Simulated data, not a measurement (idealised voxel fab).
You're looking at the process module voxel capacitor over wiring.
Xsec cut, 165 nm wide, square cell size 5 nm.
Cross-section format: a grid of square cells, given as bands from top to bottom; each band is one or more rows of cells.
In this notation a band is specified by the heights of its top and bottom, in that order and in nm, after which its materials appear from left to right, each paired with its width in nm. The word "everywhere" attached to a single material means that material fills the band from edge to edge; the word "blank" stands for empty space.
Height 0 is the level under which the wafer as received is all one material. The lowest band goes on downwards, as in "z 0 and below".
Read "30->40" as a graded width: first number on top, second number at the bottom, same change between each pair of neighbouring rows.
When a step is marked "nothing different", none of the cells in the cross-section changed during that step.
This entry, "Closed cavity list", enumerates those empty regions of no fewer than 8 cells that possess no open connection to the top. Each region is reported in the form width x height at distance, the distance being taken from the left edge, with all three quantities expressed in nm.
That trailing text on a step's line, after the settings, is the simulator's own remark on the step.
overlay nm: for a step with a mask, the amount by which the mask lay right of where it was planned; a negative amount means left of it.
## The process steps that were planned are listed below
1. RECEIVE [material Si]
2. CONFORMAL_DEP [material SiO2] [thk nm 10]
3. DIRECTIONAL_DEP [material TiN] [thk nm 5]
4. DIRECTIONAL_DEP [material W] [thk nm 15]
5. MASKED_ETCH [tone cover] [mask id METAL_1] [width nm 15] [pitch nm 75] [etch materials W] [depth nm 15] [overlay nm 0]
6. MASKED_ETCH [tone cover] [mask id METAL_1] [width nm 25] [pitch nm 75] [etch materials TiN] [depth nm 5] [overlay nm 0]
7. FILL_DEP [material lowk] [thk nm 5]
8. CMP [height nm 30]
9. CONFORMAL_DEP [material SiCN] [thk nm 5]
10. DIRECTIONAL_DEP [material lowk] [thk nm 20]
11. PATTERN [tone open] [mask id PLUG_1] [material resist] [width nm 15] [thk nm 15] [overlay nm 0]
12. DIRECTIONAL_ETCH [etch materials lowk] [depth nm 20]
13. DIRECTIONAL_ETCH [etch materials SiCN] [depth nm 5]
14. STRIP [etch materials resist]
15. EPI [material Ru] [thk nm 10]
16. EPI [material Ru] [thk nm 10]
17. EPI [material Ru] [thk nm 5]
18. DIRECTIONAL_DEP [material TiN] [thk nm 5]
19. DIRECTIONAL_DEP [material HfO2] [thk nm 5]
20. DIRECTIONAL_DEP [material TiN] [thk nm 5]
21. PATTERN [tone cover] [mask id UPPER_PLATE] [material resist] [width nm 55] [thk nm 15] [overlay nm 0]
22. DIRECTIONAL_ETCH [etch materials TiN] [depth nm 5]
23. DIRECTIONAL_ETCH [etch materials HfO2] [depth nm 5]
24. STRIP [etch materials resist]
25. PATTERN [tone cover] [mask id LOWER_PLATE] [material resist] [width nm 65] [thk nm 15] [overlay nm 0]
26. DIRECTIONAL_ETCH [etch materials TiN] [depth nm 5]
27. STRIP [etch materials resist]
28. FILL_DEP [material SiO2] [thk nm 15]
29. CMP [height nm 80]
30. PATTERN [tone open] [mask id PLUG_2] [material resist] [width nm 15] [thk nm 15] [overlay nm 0]
31. DIRECTIONAL_ETCH [etch materials SiO2] [depth nm 10]
32. STRIP [etch materials resist]
33. CONFORMAL_DEP [material TiN] [thk nm 5]
34. FILL_DEP [material Ru] [thk nm 5]
35. CMP [height nm 80]
36. CONFORMAL_DEP [material SiCN] [thk nm 5]
The width nm used in step 5 is not the same on every wafer, whereas the starting condition is; the value printed in the plan is the first wafer's.
## As received, i.e. after step 1: cross-section through the first of several wafers
- z 0 and below: Si everywhere
- Closed cavity list: none
## Depicted here is the first of several wafers in cross-section, at module completion following the last step, step 36
- z 85 to 80: SiCN everywhere
- z 80 to 75: 50 SiO2, then 5 TiN, then 5 Ru, then 5 TiN, then 100 SiO2
- z 75 to 65: 50->40 SiO2, then 15->55 TiN, then 100->70 SiO2
- z 65 to 60: 40 SiO2, then 55 HfO2, then 70 SiO2
- z 60 to 55: 35 SiO2, then 65 TiN, then 65 SiO2
- z 55 to 35: 40 lowk, then 15 Ru, then 110 lowk
- z 35 to 30: 40 SiCN, then 15 Ru, then 110 SiCN
- z 30 to 15: 35 lowk, then 15 W, then 60 lowk, then 15 W, then 40 lowk
- z 15 to 10: 30 lowk, then 25 TiN, then 50 lowk, then 25 TiN, then 35 lowk
- z 10 to 0: SiO2 everywhere
- z 0 and below: Si everywhere
- Closed cavity list: none
## Here's the last wafer cross-sectioned at the end of the module
- z 85 to 80: SiCN everywhere
- z 80 to 75: 50 SiO2, then 5 TiN, then 5 Ru, then 5 TiN, then 100 SiO2
- z 75 to 65: 50->40 SiO2, then 15->55 TiN, then 100->70 SiO2
- z 65 to 60: 40 SiO2, then 55 HfO2, then 70 SiO2
- z 60 to 55: 35 SiO2, then 65 TiN, then 65 SiO2
- z 55 to 35: 40 lowk, then 15 Ru, then 110 lowk
- z 35 to 30: 40 SiCN, then 15 Ru, then 110 SiCN
- z 30 to 15: 25 lowk, then 40 W, then 35 lowk, then 40 W, then 25 lowk
- z 15 to 10: 25 lowk, then 40 TiN, then 35 lowk, then 40 TiN, then 25 lowk
- z 10 to 0: SiO2 everywhere
- z 0 and below: Si everywhere
- Closed cavity list: none
## Row per wafer, end-of-module: cell gain (+)/loss (-) by material since the wafer came in, then closed voids
width nm 15, +11 HfO2, +16 Ru, +63 SiCN, +190 SiO2, +39 TiN, +18 W, +224 lowk, Closed cavity list: none
width nm 20, +11 HfO2, +16 Ru, +63 SiCN, +190 SiO2, +39 TiN, +24 W, +218 lowk, Closed cavity list: none
width nm 25, +11 HfO2, +16 Ru, +63 SiCN, +190 SiO2, +39 TiN, +30 W, +212 lowk, Closed cavity list: none
width nm 30, +11 HfO2, +16 Ru, +63 SiCN, +190 SiO2, +41 TiN, +36 W, +204 lowk, Closed cavity list: none
width nm 35, +11 HfO2, +16 Ru, +63 SiCN, +190 SiO2, +43 TiN, +42 W, +196 lowk, Closed cavity list: none
width nm 40, +11 HfO2, +16 Ru, +63 SiCN, +190 SiO2, +45 TiN, +48 W, +188 lowk, Closed cavity list: none
